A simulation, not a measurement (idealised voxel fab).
A process module follows: voxel transistor to metal.
The width of the displayed cross-section, cut, is 195 nm; its cells are square, with a size of 5 nm.
How to read a cross-section here: the picture is a grid of square cells, written as bands going from the top down, and any band can span one or more rows of cells. The entry gives the band's vertical extent as a top height and a bottom height in nm, then its horizontal make-up as materials from left to right, each with a width in nm. "empty" stands for empty space; a single material marked "everywhere" fills the band edge to edge. Heads up on the height convention: 0 is the point under which the incoming wafer is all one material, and the lowest band has no bottom, it just keeps going down, like "0 -> down". Think of "30..40" as a width that walks from the first number to the second as you go down the band, top row to bottom row, taking equal-sized steps from row to row. "nothing changed", as given for a step, is the statement that not any cell of the cross-section underwent a change during that step. "Enclosed empty spaces" contains a list of empty spaces, each no smaller than 8 cells and without an open way to the top, written in the form width x height at distance with the distance from the left edge and all three in nm. If you see something after the settings on a step's line, that's the simulator's own remark about that step. overlay nm: how far to the right of its planned place the mask lay on this masked step (negative: to the left).
[Process steps (planned)]
- 1: RECEIVE | material Si
- 2: OXIDIZE | depth nm 5
- 3: CONFORMAL_DEP | material SiN | thk nm 15
- 4: MASKED_ETCH | tone cover | mask id ACTIVE | width nm 105 | etch materials SiN | depth nm 15 | overlay nm 0
- 5: MASKED_ETCH | tone cover | mask id ACTIVE | width nm 105 | etch materials SiO2 | depth nm 5 | overlay nm 0
- 6: MASKED_ETCH | tone cover | mask id ACTIVE | width nm 105 | etch materials Si | depth nm 20 | overlay nm 0
- 7: FILL_DEP | material SiO2 | thk nm 5
- 8: CMP | height nm 15
- 9: SELECTIVE_ETCH | etch materials SiO2 | depth nm 5
- 10: STRIP | etch materials SiN
- 11: SELECTIVE_ETCH | etch materials SiO2 | depth nm 5
- 12: OXIDIZE | depth nm 5
- 13: DIRECTIONAL_DEP | material polySi | thk nm 25
- 14: DIRECTIONAL_DEP | material SiCN | thk nm 10
- 15: DIRECTIONAL_DEP | material aC | thk nm 15
- 16: PATTERN | tone cover | mask id GATE | material resist | width nm 35 | thk nm 30 | overlay nm 0
- 17: DIRECTIONAL_ETCH | etch materials aC | depth nm 15
- 18: STRIP | etch materials resist
- 19: DIRECTIONAL_ETCH | etch materials SiCN | depth nm 20
- 20: DIRECTIONAL_ETCH | etch materials polySi | depth nm 35
- 21: STRIP | etch materials aC
- 22: CONFORMAL_DEP | material SiN | thk nm 5
- 23: DIRECTIONAL_ETCH | etch materials SiN | depth nm 5
- 24: DIRECTIONAL_ETCH | etch materials SiO2 | depth nm 5
- 25: DIRECTIONAL_ETCH | etch materials Si | depth nm 5
- 26: EPI | material pSi | thk nm 5
- 27: FILL_DEP | material SiO2 | thk nm 5
- 28: CMP | height nm 20
- 29: STRIP | etch materials polySi
- 30: SELECTIVE_ETCH | etch materials SiO2 | depth nm 5
- 31: CONFORMAL_DEP | material HfO2 | thk nm 5
- 32: CONFORMAL_DEP | material TiN | thk nm 5
- 33: FILL_DEP | material W | thk nm 5
- 34: CMP | height nm 15
- 35: DIRECTIONAL_DEP | material SiO2 | thk nm 10
- 36: PATTERN | tone open | mask id CONTACT | material resist | width nm 15 | pitch nm 80 | thk nm 20 | overlay nm 0
- 37: DIRECTIONAL_ETCH | etch materials SiO2 | depth nm 35
- 38: STRIP | etch materials resist
- 39: CONFORMAL_DEP | material TiN | thk nm 5
- 40: FILL_DEP | material Ru | thk nm 10
- 41: CMP | height nm 25
- 42: DIRECTIONAL_DEP | material TiN | thk nm 5
- 43: DIRECTIONAL_DEP | material Ru | thk nm 25
- 44: MASKED_ETCH | tone cover | mask id METAL_1 | width nm 15 | pitch nm 80 | etch materials Ru | depth nm 25 | overlay nm 0
- 45: MASKED_ETCH | tone cover | mask id METAL_1 | width nm 15 | pitch nm 80 | etch materials TiN | depth nm 5 | overlay nm 0
- 46: FILL_DEP | material SiO2 | thk nm 5
- 47: CMP | height nm 55
- 48: CONFORMAL_DEP | material SiN | thk nm 5
[Incoming wafer, cross-sectional view, post step 1]
* 0 -> down | Si everywhere
* Enclosed empty spaces: none
[Post-module cross-section of the first of two wafers (run per plan)]
* 60 -> 55 | SiN everywhere
* 55 -> 30 | SiO2=50  Ru=15  SiO2=65  Ru=15  SiO2=50
* 30 -> 25 | SiO2=50  TiN=15  SiO2=65  TiN=15  SiO2=50
* 25 -> 15 | SiO2=50  TiN=5  Ru=5  TiN=5  SiO2=65  TiN=5  Ru=5  TiN=5  SiO2=50
* 15 -> 5 | SiO2=50  TiN=5  Ru=5  TiN=5  SiO2=10  SiN=5  HfO2=5  TiN=5  W=15  TiN=5  HfO2=5  SiN=5  SiO2=10  TiN=5  Ru=5  TiN=5  SiO2=50
* 5 -> 0 | SiO2=40  SiN=5  SiO2=5  TiN=5  Ru=5  TiN=5  SiO2=10  SiN=5  HfO2=5  TiN=5  W=15  TiN=5  HfO2=5  SiN=5  SiO2=10  TiN=5  Ru=5  TiN=5  SiO2=5  SiN=5  SiO2=40
* 0 -> -5 | SiO2=40  SiN=5  SiO2=5  TiN=5  Ru=5  TiN=5  SiO2=10  SiN=5  HfO2=5  TiN=25  HfO2=5  SiN=5  SiO2=10  TiN=5  Ru=5  TiN=5  SiO2=5  SiN=5  SiO2=40
* -5 -> -10 | SiO2=50  TiN=15  SiO2=5  pSi=5  HfO2=45  pSi=5  SiO2=5  TiN=15  SiO2=50
* -10 -> -15 | SiO2=45  pSi=30  Si=45  pSi=30  SiO2=45
* -15 -> -25 | SiO2=45  Si=105  SiO2=45
* -25 -> down | Si everywhere
* Enclosed empty spaces: none
[Second of two wafers, module complete, sectioned: it shares the first wafer's start and plan but was run with one mistake]
* 60 -> 55 | SiN everywhere
* 55 -> 30 | SiO2=50  Ru=15  SiO2=65  Ru=15  SiO2=50
* 30 -> 25 | SiO2=50  TiN=15  SiO2=65  TiN=15  SiO2=50
* 25 -> 15 | SiO2=50  TiN=5  Ru=5  TiN=5  SiO2=65  TiN=5  Ru=5  TiN=5  SiO2=50
* 15 -> 5 | SiO2=50  TiN=5  Ru=5  TiN=5  SiO2=15  SiN=5  HfO2=5  TiN=5  W=10  TiN=5  HfO2=5  SiN=5  SiO2=10  TiN=5  Ru=5  TiN=5  SiO2=50
* 5 -> 0 | SiO2=40  SiN=5  SiO2=5  TiN=5  Ru=5  TiN=5  SiO2=15  SiN=5  HfO2=5  TiN=5  W=10  TiN=5  HfO2=5  SiN=5  SiO2=10  TiN=5  Ru=5  TiN=5  SiO2=5  SiN=5  SiO2=40
* 0 -> -5 | SiO2=40  SiN=5  SiO2=5  TiN=5  Ru=5  TiN=5  SiO2=15  SiN=5  HfO2=5  TiN=20  HfO2=5  SiN=5  SiO2=10  TiN=5  Ru=5  TiN=5  SiO2=5  SiN=5  SiO2=40
* -5 -> -10 | SiO2=50  TiN=15  SiO2=10  pSi=5  HfO2=40  pSi=5  SiO2=5  TiN=15  SiO2=50
* -10 -> -15 | SiO2=45  pSi=35  Si=40  pSi=30  SiO2=45
* -15 -> -25 | SiO2=45  Si=105  SiO2=45
* -25 -> down | Si everywhere
* Enclosed empty spaces: none
Run error: heads up, step 16 didn't go per plan, it actually ran as PATTERN | tone cover | mask id GATE | material resist | width nm 30 | thk nm 30 | overlay nm 0
At the finish, the second wafer shows more or fewer cells for some materials than the first does: -1 HfO2, -1 Si, +5 SiO2, -1 TiN, -3 W, +1 pSi
